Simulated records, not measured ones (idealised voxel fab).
Process module heading - voxel capacitor over wiring
The width of the displayed cross-section, cut, is 200 nm; its cells are square, with a size of 5 nm.
This document writes a cross-section as a grid whose cells are square, and gives it as bands, listed from the top down; one or more rows of cells form a band.
For a band, the entry starts with two heights in nm, that of the top and then that of the bottom, and carries on with the band's materials in order from left to right, each alongside its width in nm; the word "everywhere" beside a single material means it fills the band edge to edge, and "empty" means empty space.
Height datum 0, below which the as-received substrate wafer is one material. Lowest band open at the bottom, running downward: "0..down".
Width spec "30..40" -> top row of cells at first value, bottom row at second value, equal per-row change in between.
"left unchanged" after a step means that no cell of the cross-section changed.
Reported under the label "Unvented internal voids" are the empty spaces having no open way to the top and comprising 8 cells or more; the notation for each is width x height at distance, in which the distance is measured from the left edge and all three values are in nm.
Past the settings on a step's line: simulator remark, on that step.
overlay nm, on a step with a mask: how far to the right of its planned place the mask lay; to the left if negative
-- The steps planned for the process are as follows
1. RECEIVE [material Si]
2. CONFORMAL_DEP [material SiO2] [thk nm 15]
3. DIRECTIONAL_DEP [material TiN] [thk nm 5]
4. DIRECTIONAL_DEP [material Ru] [thk nm 20]
5. MASKED_ETCH [tone cover] [mask id METAL_1] [width nm 20] [pitch nm 90] [etch materials Ru] [depth nm 20] [overlay nm 0]
6. MASKED_ETCH [tone cover] [mask id METAL_1] [width nm 20] [pitch nm 90] [etch materials TiN] [depth nm 5] [overlay nm 0]
7. FILL_DEP [material SiO2] [thk nm 10]
8. CMP [height nm 40]
9. CONFORMAL_DEP [material SiCN] [thk nm 5]
10. DIRECTIONAL_DEP [material lowk] [thk nm 15]
11. MASKED_ETCH [tone open] [mask id PLUG_1] [width nm 15] [etch materials lowk] [depth nm 15] [overlay nm 0]
12. MASKED_ETCH [tone open] [mask id PLUG_1] [width nm 15] [etch materials SiCN] [depth nm 5] [overlay nm 0]
13. EPI [material Ru] [thk nm 10]
14. EPI [material Ru] [thk nm 10]
15. DIRECTIONAL_DEP [material TiN] [thk nm 10]
16. DIRECTIONAL_DEP [material SiN] [thk nm 5]
17. DIRECTIONAL_DEP [material TiN] [thk nm 10]
18. DIRECTIONAL_DEP [material aC] [thk nm 15]
19. PATTERN [tone cover] [mask id UPPER_PLATE] [material resist] [width nm 75] [thk nm 30] [overlay nm 0]
20. DIRECTIONAL_ETCH [etch materials aC] [depth nm 15]
21. STRIP [etch materials resist]
22. DIRECTIONAL_ETCH [etch materials TiN] [depth nm 10]
23. DIRECTIONAL_ETCH [etch materials SiN] [depth nm 5]
24. STRIP [etch materials aC]
25. MASKED_ETCH [tone cover] [mask id LOWER_PLATE] [width nm 85] [etch materials TiN] [depth nm 10] [overlay nm 0]
26. FILL_DEP [material SiO2] [thk nm 20]
27. CMP [height nm 100]
28. PATTERN [tone open] [mask id PLUG_2] [material resist] [width nm 15] [thk nm 15] [overlay nm 0]
29. DIRECTIONAL_ETCH [etch materials SiO2] [depth nm 15]
30. STRIP [etch materials resist]
31. CONFORMAL_DEP [material TiN] [thk nm 5]
32. FILL_DEP [material W] [thk nm 10]
33. CMP [height nm 100]
34. CONFORMAL_DEP [material SiCN] [thk nm 5]
-- Cross-section of the wafer as it came to us, i.e., already through step 1
> 0..down = Si everywhere
> Unvented internal voids: none
-- Cross-section, first of two wafers, end of module, run as planned
> 105..100 = SiCN everywhere
> 100..90 = SiO2 60  TiN 5  W 5  TiN 5  SiO2 125
> 90..85 = SiO2 60  TiN 15  SiO2 125
> 85..75 = SiO2 50  TiN 75  SiO2 75
> 75..70 = SiO2 50  SiN 75  SiO2 75
> 70..60 = SiO2 45  TiN 85  SiO2 70
> 60..45 = lowk 50  Ru 15  lowk 135
> 45..40 = SiCN 50  Ru 15  SiCN 135
> 40..20 = SiO2 45  Ru 20  SiO2 70  Ru 20  SiO2 45
> 20..15 = SiO2 45  TiN 20  SiO2 70  TiN 20  SiO2 45
> 15..0 = SiO2 everywhere
> 0..down = Si everywhere
> Unvented internal voids: none
-- Here's the second of our two wafers sectioned at module end. Same start as the first, same plan, but one mistake got made running it
> 105..100 = SiCN everywhere
> 100..95 = SiO2 60  TiN 15  SiO2 125
> 95..85 = SiO2 50  TiN 25  SiO2 125
> 85..80 = SiO2 50  SiN 25  TiN 50  SiO2 75
> 80..75 = SiO2 45  TiN 80  SiO2 75
> 75..70 = SiO2 45  TiN 30  SiN 50  SiO2 75
> 70..60 = SiO2 40  Ru 35  TiN 55  SiO2 70
> 60..45 = lowk 50  Ru 15  lowk 135
> 45..40 = SiCN 50  Ru 15  SiCN 135
> 40..20 = SiO2 45  Ru 20  SiO2 70  Ru 20  SiO2 45
> 20..15 = SiO2 45  TiN 20  SiO2 70  TiN 20  SiO2 45
> 15..0 = SiO2 everywhere
> 0..down = Si everywhere
> Unvented internal voids: none
Run error: an unidentifiable one of the identical steps 13 and 14 was run twice
Looking at both finished wafers in cells, the second ends up ahead of or behind the first on some materials: Ru +14, SiO2 -8, TiN -4, W -2
